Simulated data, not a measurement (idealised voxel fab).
process module | voxel capacitor over wiring
cross-section cut | 210 nm wide | cells 5 nm
A cross-section is a grid of square cells, given in bands from the top down. A band is one or more rows of cells.
Each band's line starts with the height of the band's top and of its bottom, in nm. Then come its materials from left to right, each with its width in nm. One material with "throughout" fills the band from edge to edge. "air" is empty space.
Height 0 is the level under which the wafer as received is all one material. The lowest band goes on downwards, as in "0 down".
A width such as "30 to 40" changes by the same amount from each row of cells to the next, from the band's top row to its bottom row.
"no change" after a step means that no cell of the cross-section changed.
closed voids: empty space of 8 cells or more with no open way to the top, each as width x height at its distance from the left edge, in nm
after a step's settings: what the simulator itself notes on the step
overlay nm, on a step with a mask: how far to the right of its planned place the mask lay; to the left if negative
plan
1 op RECEIVE | material Si
2 op CONFORMAL_DEP | material SiO2 | thk nm 10
3 op CONFORMAL_DEP | material SiCN | thk nm 5
4 op DIRECTIONAL_DEP | material lowk | thk nm 25
5 op PATTERN | tone open | mask id METAL_1 | material resist | width nm 25 | pitch nm 90 | thk nm 20 | overlay nm 0
6 op DIRECTIONAL_ETCH | etch materials lowk | depth nm 25
7 op DIRECTIONAL_ETCH | etch materials SiCN | depth nm 5
8 op STRIP | etch materials resist
9 op CONFORMAL_DEP | material TiN | thk nm 5
10 op FILL_DEP | material Ru | thk nm 10
11 op CMP | height nm 40
12 op CONFORMAL_DEP | material SiCN | thk nm 5
13 op DIRECTIONAL_DEP | material SiO2 | thk nm 20
14 op PATTERN | tone open | mask id PLUG_1 | material resist | width nm 15 | thk nm 20 | overlay nm 0
15 op DIRECTIONAL_ETCH | etch materials SiO2 | depth nm 20
16 op DIRECTIONAL_ETCH | etch materials SiCN | depth nm 5
17 op STRIP | etch materials resist
18 op EPI | material Ru | thk nm 10
19 op EPI | material Ru | thk nm 10
20 op EPI | material Ru | thk nm 5
21 op DIRECTIONAL_DEP | material TiN | thk nm 5
22 op DIRECTIONAL_DEP | material Al2O3 | thk nm 5
23 op DIRECTIONAL_DEP | material TiN | thk nm 5
24 op DIRECTIONAL_DEP | material aC | thk nm 15
25 op PATTERN | tone cover | mask id UPPER_PLATE | material resist | width nm 70 | thk nm 35 | overlay nm 0
26 op DIRECTIONAL_ETCH | etch materials aC | depth nm 15
27 op STRIP | etch materials resist
28 op DIRECTIONAL_ETCH | etch materials TiN | depth nm 5
29 op DIRECTIONAL_ETCH | etch materials Al2O3 | depth nm 5
30 op STRIP | etch materials aC
31 op DIRECTIONAL_DEP | material aC | thk nm 10
32 op PATTERN | tone cover | mask id LOWER_PLATE | material resist | width nm 80 | thk nm 25 | overlay nm 0
33 op DIRECTIONAL_ETCH | etch materials aC | depth nm 10
34 op STRIP | etch materials resist
35 op DIRECTIONAL_ETCH | etch materials TiN | depth nm 5
36 op STRIP | etch materials aC
37 op FILL_DEP | material SiO2 | thk nm 20
38 op CMP | height nm 95
39 op PATTERN | tone open | mask id PLUG_2 | material resist | width nm 15 | thk nm 20 | overlay nm 0
40 op DIRECTIONAL_ETCH | etch materials SiO2 | depth nm 15
41 op STRIP | etch materials resist
42 op CONFORMAL_DEP | material TiN | thk nm 5
43 op FILL_DEP | material W | thk nm 10
44 op CMP | height nm 95
45 op CONFORMAL_DEP | material SiN | thk nm 5
as received, after step 1
  0 down: Si throughout
  closed voids: none
a wafer at the end: this start, this plan, one mistake
  100 to 95: SiN throughout
  95 to 85: SiO2 65 | TiN 5 | W 5 | TiN 5 | SiO2 130
  85 to 75: SiO2 65 to 55 | TiN 15 to 70 | SiO2 130 to 85
  75 to 70: SiO2 50 | TiN 80 | SiO2 80
  70 to 65: Al2O3 throughout
  65 to 45: SiO2 55 | Ru 15 | SiO2 140
  45 to 40: SiCN 55 | Ru 15 | SiCN 140
  40 to 15: lowk 45 | TiN 5 | Ru 15 | TiN 5 | lowk 65 | TiN 5 | Ru 15 | TiN 5 | lowk 50
  15 to 10: SiCN 45 | TiN 25 | SiCN 65 | TiN 25 | SiCN 50
  10 to 0: SiO2 throughout
  0 down: Si throughout
  closed voids: none
what went wrong: steps 21 and 22 were swapped
